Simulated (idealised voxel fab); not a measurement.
This is a process module. Its name is voxel capacitor over wiring.
Cross-section cut spans 255 nm and uses square cells 5 nm in size.
In what follows, cross-sections appear as grids of square cells, described through bands that run from the top down, where every band is one or more rows of cells.
Top height, bottom height, nm. Materials left to right, width each, nm. Single material + "all across" = fills band edge to edge. "empty" = empty.
Ref level 0: as-received wafer is one material below here. Bottom band extends down with no lower bound ("from 0 down").
Width: "30 to 40" (first number = top row, second number = bottom row, same change from row to row of cells).
You'll sometimes find "remained the same" written for a step, and that's the way of saying that nowhere in the cross-section did a cell change during that step.
In the "Closed-off voids" entry, you get each enclosed empty space of 8 cells or more, one with no open way to the top, written width x height at distance, distance from the left edge, in nm.
On each step's line, the part that comes after the settings is the simulator's own comment on the step.
You can add "overlay nm" to a step's line. For a step with a mask, it describes how far the mask lay to the right of its planned position, and a negative number describes a lay to the left.
[The steps planned for the process are as follows]
1. RECEIVE | material Si
2. CONFORMAL_DEP | material SiO2 | thk nm 10
3. CONFORMAL_DEP | material SiCN | thk nm 5
4. DIRECTIONAL_DEP | material lowk | thk nm 20
5. DIRECTIONAL_DEP | material aC | thk nm 10
6. PATTERN | tone open | mask id METAL_1 | material resist | width nm 30 | pitch nm 80 | thk nm 25 | overlay nm 0
7. DIRECTIONAL_ETCH | etch materials aC | depth nm 10
8. STRIP | etch materials resist
9. DIRECTIONAL_ETCH | etch materials lowk | depth nm 20
10. DIRECTIONAL_ETCH | etch materials SiCN | depth nm 5
11. STRIP | etch materials aC
12. CONFORMAL_DEP | material TiN | thk nm 5
13. FILL_DEP | material Cu | thk nm 5
14. CMP | height nm 35
15. CONFORMAL_DEP | material SiCN | thk nm 5
16. DIRECTIONAL_DEP | material lowk | thk nm 10
17. MASKED_ETCH | tone open | mask id PLUG_1 | width nm 15 | etch materials lowk | depth nm 10 | overlay nm 0
18. MASKED_ETCH | tone open | mask id PLUG_1 | width nm 15 | etch materials SiCN | depth nm 5 | overlay nm 0
19. EPI | material Ru | thk nm 10
20. EPI | material Ru | thk nm 5
21. DIRECTIONAL_DEP | material TiN | thk nm 10
22. DIRECTIONAL_DEP | material Al2O3 | thk nm 5
23. DIRECTIONAL_DEP | material TiN | thk nm 10
24. PATTERN | tone cover | mask id UPPER_PLATE | material resist | width nm 55 | thk nm 20 | overlay nm 0
25. DIRECTIONAL_ETCH | etch materials TiN | depth nm 10
26. DIRECTIONAL_ETCH | etch materials Al2O3 | depth nm 5
27. STRIP | etch materials resist
28. MASKED_ETCH | tone cover | mask id LOWER_PLATE | width nm 65 | etch materials TiN | depth nm 10 | overlay nm 0
29. FILL_DEP | material SiO2 | thk nm 15
30. CMP | height nm 85
31. MASKED_ETCH | tone open | mask id PLUG_2 | width nm 15 | etch materials SiO2 | depth nm 10 | overlay nm 0
32. CONFORMAL_DEP | material TiN | thk nm 5
33. FILL_DEP | material Ru | thk nm 5
34. CMP | height nm 85
35. CONFORMAL_DEP | material SiN | thk nm 5
[Wafer, first of two, run as planned]
[Wafer at receipt (post step 1), cross-section]
from 0 down  Si all across
Closed-off voids: none
[Presented here is a cross-section of the wafer after step 2 has been performed]
from 10 to 0  SiO2 all across
Anything lower than 0 is untouched.
[Presented here is a cross-section of the wafer after step 3 has been performed]
from 15 to 10  SiCN all across
Anything lower than 10 is untouched.
[Presented here is a cross-section of the wafer after step 4 has been performed]
from 35 to 15  lowk all across
Anything lower than 15 is untouched.
[Presented here is a cross-section of the wafer after step 5 has been performed]
from 45 to 35  aC all across
Anything lower than 35 is untouched.
[Presented here is a cross-section of the wafer after step 6 has been performed]
from 70 to 45  resist 70 nm, empty 30 nm, resist 50 nm, empty 30 nm, resist 75 nm
Anything lower than 45 is untouched.
[Presented here is a cross-section of the wafer after step 7 has been performed]
from 60 to 45  resist 70 nm, empty 30 nm, resist 50 nm, empty 30 nm, resist 75 nm
from 45 to 35  aC 70 nm, empty 30 nm, aC 50 nm, empty 30 nm, aC 75 nm
Anything lower than 35 is untouched.
[Presented here is a cross-section of the wafer after step 8 has been performed]
from 45 to 35  aC 70 nm, empty 30 nm, aC 50 nm, empty 30 nm, aC 75 nm
Anything lower than 35 is untouched.
[Presented here is a cross-section of the wafer after step 9 has been performed]
from 45 to 35  aC 70 nm, empty 30 nm, aC 50 nm, empty 30 nm, aC 75 nm
from 35 to 15  lowk 70 nm, empty 30 nm, lowk 50 nm, empty 30 nm, lowk 75 nm
Anything lower than 15 is untouched.
[Presented here is a cross-section of the wafer after step 10 has been performed]
from 45 to 35  aC 70 nm, empty 30 nm, aC 50 nm, empty 30 nm, aC 75 nm
from 35 to 15  lowk 70 nm, empty 30 nm, lowk 50 nm, empty 30 nm, lowk 75 nm
from 15 to 10  SiCN 70 nm, empty 30 nm, SiCN 50 nm, empty 30 nm, SiCN 75 nm
Anything lower than 10 is untouched.
[Presented here is a cross-section of the wafer after step 11 has been performed]
from 35 to 15  lowk 70 nm, empty 30 nm, lowk 50 nm, empty 30 nm, lowk 75 nm
Anything lower than 15 is untouched.
[Presented here is a cross-section of the wafer after step 12 has been performed]
from 40 to 35  TiN 75 nm, empty 20 nm, TiN 60 nm, empty 20 nm, TiN 80 nm
from 35 to 15  lowk 70 nm, TiN 5 nm, empty 20 nm, TiN 5 nm, lowk 50 nm, TiN 5 nm, empty 20 nm, TiN 5 nm, lowk 75 nm
from 15 to 10  SiCN 70 nm, TiN 30 nm, SiCN 50 nm, TiN 30 nm, SiCN 75 nm
Anything lower than 10 is untouched.
[Presented here is a cross-section of the wafer after step 13 has been performed]
from 45 to 40  Cu all across
from 40 to 35  TiN 75 nm, Cu 20 nm, TiN 60 nm, Cu 20 nm, TiN 80 nm
from 35 to 15  lowk 70 nm, TiN 5 nm, Cu 20 nm, TiN 5 nm, lowk 50 nm, TiN 5 nm, Cu 20 nm, TiN 5 nm, lowk 75 nm
Anything lower than 15 is untouched.
[Presented here is a cross-section of the wafer after step 14 has been performed]
from 35 to 15  lowk 70 nm, TiN 5 nm, Cu 20 nm, TiN 5 nm, lowk 50 nm, TiN 5 nm, Cu 20 nm, TiN 5 nm, lowk 75 nm
Anything lower than 15 is untouched.
[Presented here is a cross-section of the wafer after step 15 has been performed]
from 40 to 35  SiCN all across
Anything lower than 35 is untouched.
[Presented here is a cross-section of the wafer after step 16 has been performed]
from 50 to 40  lowk all across
Anything lower than 40 is untouched.
[Presented here is a cross-section of the wafer after step 17 has been performed]
from 50 to 40  lowk 85 nm, empty 15 nm, lowk 155 nm
Anything lower than 40 is untouched.
[Presented here is a cross-section of the wafer after step 18 has been performed]
from 50 to 40  lowk 85 nm, empty 15 nm, lowk 155 nm
from 40 to 35  SiCN 85 nm, empty 15 nm, SiCN 155 nm
Anything lower than 35 is untouched.
[Presented here is a cross-section of the wafer after step 19 has been performed]
from 50 to 45  lowk 85 nm, empty 15 nm, lowk 155 nm
from 45 to 40  lowk 85 nm, Ru 15 nm, lowk 155 nm
from 40 to 35  SiCN 85 nm, Ru 15 nm, SiCN 155 nm
Anything lower than 35 is untouched.
[Presented here is a cross-section of the wafer after step 20 has been performed]
from 50 to 40  lowk 85 nm, Ru 15 nm, lowk 155 nm
Anything lower than 40 is untouched.
[Presented here is a cross-section of the wafer after step 21 has been performed]
from 60 to 50  TiN all across
Anything lower than 50 is untouched.
[Presented here is a cross-section of the wafer after step 22 has been performed]
from 65 to 60  Al2O3 all across
Anything lower than 60 is untouched.
[Presented here is a cross-section of the wafer after step 23 has been performed]
from 75 to 65  TiN all across
Anything lower than 65 is untouched.
[Presented here is a cross-section of the wafer after step 24 has been performed]
from 95 to 75  empty 85 nm, resist 55 nm, empty 115 nm
Anything lower than 75 is untouched.
[Presented here is a cross-section of the wafer after step 25 has been performed]
from 95 to 75  empty 85 nm, resist 55 nm, empty 115 nm
from 75 to 65  empty 85 nm, TiN 55 nm, empty 115 nm
Anything lower than 65 is untouched.
[Presented here is a cross-section of the wafer after step 26 has been performed]
from 95 to 75  empty 85 nm, resist 55 nm, empty 115 nm
from 75 to 65  empty 85 nm, TiN 55 nm, empty 115 nm
from 65 to 60  empty 85 nm, Al2O3 55 nm, empty 115 nm
Anything lower than 60 is untouched.
[Presented here is a cross-section of the wafer after step 27 has been performed]
from 75 to 65  empty 85 nm, TiN 55 nm, empty 115 nm
Anything lower than 65 is untouched.
[Presented here is a cross-section of the wafer after step 28 has been performed]
from 75 to 65  empty 85 nm, TiN 55 nm, empty 115 nm
from 65 to 60  empty 85 nm, Al2O3 55 nm, empty 115 nm
from 60 to 50  empty 80 nm, TiN 65 nm, empty 110 nm
Anything lower than 50 is untouched.
[Presented here is a cross-section of the wafer after step 29 has been performed]
from 90 to 75  SiO2 all across
from 75 to 65  SiO2 85 nm, TiN 55 nm, SiO2 115 nm
from 65 to 60  SiO2 85 nm, Al2O3 55 nm, SiO2 115 nm
from 60 to 50  SiO2 80 nm, TiN 65 nm, SiO2 110 nm
Anything lower than 50 is untouched.
[Presented here is a cross-section of the wafer after step 30 has been performed]
from 85 to 75  SiO2 all across
Anything lower than 75 is untouched.
[Presented here is a cross-section of the wafer after step 31 has been performed]
from 85 to 75  SiO2 95 nm, empty 15 nm, SiO2 145 nm
Anything lower than 75 is untouched.
[Presented here is a cross-section of the wafer after step 32 has been performed]
from 90 to 85  TiN 100 nm, empty 5 nm, TiN 150 nm
from 85 to 80  SiO2 95 nm, TiN 5 nm, empty 5 nm, TiN 5 nm, SiO2 145 nm
from 80 to 75  SiO2 95 nm, TiN 15 nm, SiO2 145 nm
Anything lower than 75 is untouched.
[Presented here is a cross-section of the wafer after step 33 has been performed]
from 95 to 90  Ru all across
from 90 to 85  TiN 100 nm, Ru 5 nm, TiN 150 nm
from 85 to 80  SiO2 95 nm, TiN 5 nm, Ru 5 nm, TiN 5 nm, SiO2 145 nm
Anything lower than 80 is untouched.
[Presented here is a cross-section of the wafer after step 34 has been performed]
from 85 to 80  SiO2 95 nm, TiN 5 nm, Ru 5 nm, TiN 5 nm, SiO2 145 nm
Anything lower than 80 is untouched.
[Presented here is a cross-section of the wafer after step 35 has been performed]
from 90 to 85  SiN all across
Anything lower than 85 is untouched.
[The second wafer was prepared from the same starting point and under the same plan as the first; its processing contained one mistake, and it remains indistinguishable from the first wafer up to and including step 2]
Second wafer shown in cross-section at the time step 3 was slated to end: remained the same
[Second wafer shown in cross-section at the time step 4 was slated to end]
from 30 to 10  lowk all across
Anything lower than 10 is untouched.
[Second wafer shown in cross-section at the time step 5 was slated to end]
from 40 to 30  aC all across
Anything lower than 30 is untouched.
[Second wafer shown in cross-section at the time step 6 was slated to end]
from 65 to 40  resist 70 nm, empty 30 nm, resist 50 nm, empty 30 nm, resist 75 nm
Anything lower than 40 is untouched.
[Second wafer shown in cross-section at the time step 7 was slated to end]
from 55 to 40  resist 70 nm, empty 30 nm, resist 50 nm, empty 30 nm, resist 75 nm
from 40 to 30  aC 70 nm, empty 30 nm, aC 50 nm, empty 30 nm, aC 75 nm
Anything lower than 30 is untouched.
[Second wafer shown in cross-section at the time step 8 was slated to end]
from 40 to 30  aC 70 nm, empty 30 nm, aC 50 nm, empty 30 nm, aC 75 nm
Anything lower than 30 is untouched.
[Second wafer shown in cross-section at the time step 9 was slated to end]
from 40 to 30  aC 70 nm, empty 30 nm, aC 50 nm, empty 30 nm, aC 75 nm
from 30 to 10  lowk 70 nm, empty 30 nm, lowk 50 nm, empty 30 nm, lowk 75 nm
Anything lower than 10 is untouched.
Second wafer shown in cross-section at the time step 10 was slated to end: remained the same
[Second wafer shown in cross-section at the time step 11 was slated to end]
from 30 to 10  lowk 70 nm, empty 30 nm, lowk 50 nm, empty 30 nm, lowk 75 nm
Anything lower than 10 is untouched.
[Second wafer shown in cross-section at the time step 12 was slated to end]
from 35 to 30  TiN 75 nm, empty 20 nm, TiN 60 nm, empty 20 nm, TiN 80 nm
from 30 to 15  lowk 70 nm, TiN 5 nm, empty 20 nm, TiN 5 nm, lowk 50 nm, TiN 5 nm, empty 20 nm, TiN 5 nm, lowk 75 nm
from 15 to 10  lowk 70 nm, TiN 30 nm, lowk 50 nm, TiN 30 nm, lowk 75 nm
Anything lower than 10 is untouched.
[Second wafer shown in cross-section at the time step 13 was slated to end]
from 40 to 35  Cu all across
from 35 to 30  TiN 75 nm, Cu 20 nm, TiN 60 nm, Cu 20 nm, TiN 80 nm
from 30 to 15  lowk 70 nm, TiN 5 nm, Cu 20 nm, TiN 5 nm, lowk 50 nm, TiN 5 nm, Cu 20 nm, TiN 5 nm, lowk 75 nm
Anything lower than 15 is untouched.
[Second wafer shown in cross-section at the time step 14 was slated to end]
from 35 to 30  TiN 75 nm, Cu 20 nm, TiN 60 nm, Cu 20 nm, TiN 80 nm
Anything lower than 30 is untouched.
[Second wafer shown in cross-section at the time step 15 was slated to end]
from 40 to 35  SiCN all across
Anything lower than 35 is untouched.
[Second wafer shown in cross-section at the time step 16 was slated to end]
from 50 to 40  lowk all across
Anything lower than 40 is untouched.
[Second wafer shown in cross-section at the time step 17 was slated to end]
from 50 to 40  lowk 85 nm, empty 15 nm, lowk 155 nm
Anything lower than 40 is untouched.
[Second wafer shown in cross-section at the time step 18 was slated to end]
from 50 to 40  lowk 85 nm, empty 15 nm, lowk 155 nm
from 40 to 35  SiCN 85 nm, empty 15 nm, SiCN 155 nm
Anything lower than 35 is untouched.
[Second wafer shown in cross-section at the time step 19 was slated to end]
from 50 to 45  lowk 85 nm, empty 15 nm, lowk 155 nm
from 45 to 40  lowk 85 nm, Ru 15 nm, lowk 155 nm
from 40 to 35  SiCN 85 nm, Ru 15 nm, SiCN 155 nm
Anything lower than 35 is untouched.
[Second wafer shown in cross-section at the time step 20 was slated to end]
from 50 to 40  lowk 85 nm, Ru 15 nm, lowk 155 nm
Anything lower than 40 is untouched.
[Second wafer shown in cross-section at the time step 21 was slated to end]
from 60 to 50  TiN all across
Anything lower than 50 is untouched.
[Second wafer shown in cross-section at the time step 22 was slated to end]
from 65 to 60  Al2O3 all across
Anything lower than 60 is untouched.
[Second wafer shown in cross-section at the time step 23 was slated to end]
from 75 to 65  TiN all across
Anything lower than 65 is untouched.
[Second wafer shown in cross-section at the time step 24 was slated to end]
from 95 to 75  empty 85 nm, resist 55 nm, empty 115 nm
Anything lower than 75 is untouched.
[Second wafer shown in cross-section at the time step 25 was slated to end]
from 95 to 75  empty 85 nm, resist 55 nm, empty 115 nm
from 75 to 65  empty 85 nm, TiN 55 nm, empty 115 nm
Anything lower than 65 is untouched.
[Second wafer shown in cross-section at the time step 26 was slated to end]
from 95 to 75  empty 85 nm, resist 55 nm, empty 115 nm
from 75 to 65  empty 85 nm, TiN 55 nm, empty 115 nm
from 65 to 60  empty 85 nm, Al2O3 55 nm, empty 115 nm
Anything lower than 60 is untouched.
[Second wafer shown in cross-section at the time step 27 was slated to end]
from 75 to 65  empty 85 nm, TiN 55 nm, empty 115 nm
Anything lower than 65 is untouched.
[Second wafer shown in cross-section at the time step 28 was slated to end]
from 75 to 65  empty 85 nm, TiN 55 nm, empty 115 nm
from 65 to 60  empty 85 nm, Al2O3 55 nm, empty 115 nm
from 60 to 50  empty 80 nm, TiN 65 nm, empty 110 nm
Anything lower than 50 is untouched.
[Second wafer shown in cross-section at the time step 29 was slated to end]
from 90 to 75  SiO2 all across
from 75 to 65  SiO2 85 nm, TiN 55 nm, SiO2 115 nm
from 65 to 60  SiO2 85 nm, Al2O3 55 nm, SiO2 115 nm
from 60 to 50  SiO2 80 nm, TiN 65 nm, SiO2 110 nm
Anything lower than 50 is untouched.
[Second wafer shown in cross-section at the time step 30 was slated to end]
from 85 to 75  SiO2 all across
Anything lower than 75 is untouched.
[Second wafer shown in cross-section at the time step 31 was slated to end]
from 85 to 75  SiO2 95 nm, empty 15 nm, SiO2 145 nm
Anything lower than 75 is untouched.
[Second wafer shown in cross-section at the time step 32 was slated to end]
from 90 to 85  TiN 100 nm, empty 5 nm, TiN 150 nm
from 85 to 80  SiO2 95 nm, TiN 5 nm, empty 5 nm, TiN 5 nm, SiO2 145 nm
from 80 to 75  SiO2 95 nm, TiN 15 nm, SiO2 145 nm
Anything lower than 75 is untouched.
[Second wafer shown in cross-section at the time step 33 was slated to end]
from 95 to 90  Ru all across
from 90 to 85  TiN 100 nm, Ru 5 nm, TiN 150 nm
from 85 to 80  SiO2 95 nm, TiN 5 nm, Ru 5 nm, TiN 5 nm, SiO2 145 nm
Anything lower than 80 is untouched.
[Second wafer shown in cross-section at the time step 34 was slated to end]
from 85 to 80  SiO2 95 nm, TiN 5 nm, Ru 5 nm, TiN 5 nm, SiO2 145 nm
Anything lower than 80 is untouched.
[Second wafer shown in cross-section at the time step 35 was slated to end]
from 90 to 85  SiN all across
Anything lower than 85 is untouched.
Deviation from plan: step 3 was dropped from the plan's execution and never run
Count the cells at the end and the second wafer has more or fewer of some materials than the first: SiCN: 39 fewer; TiN: 39 more
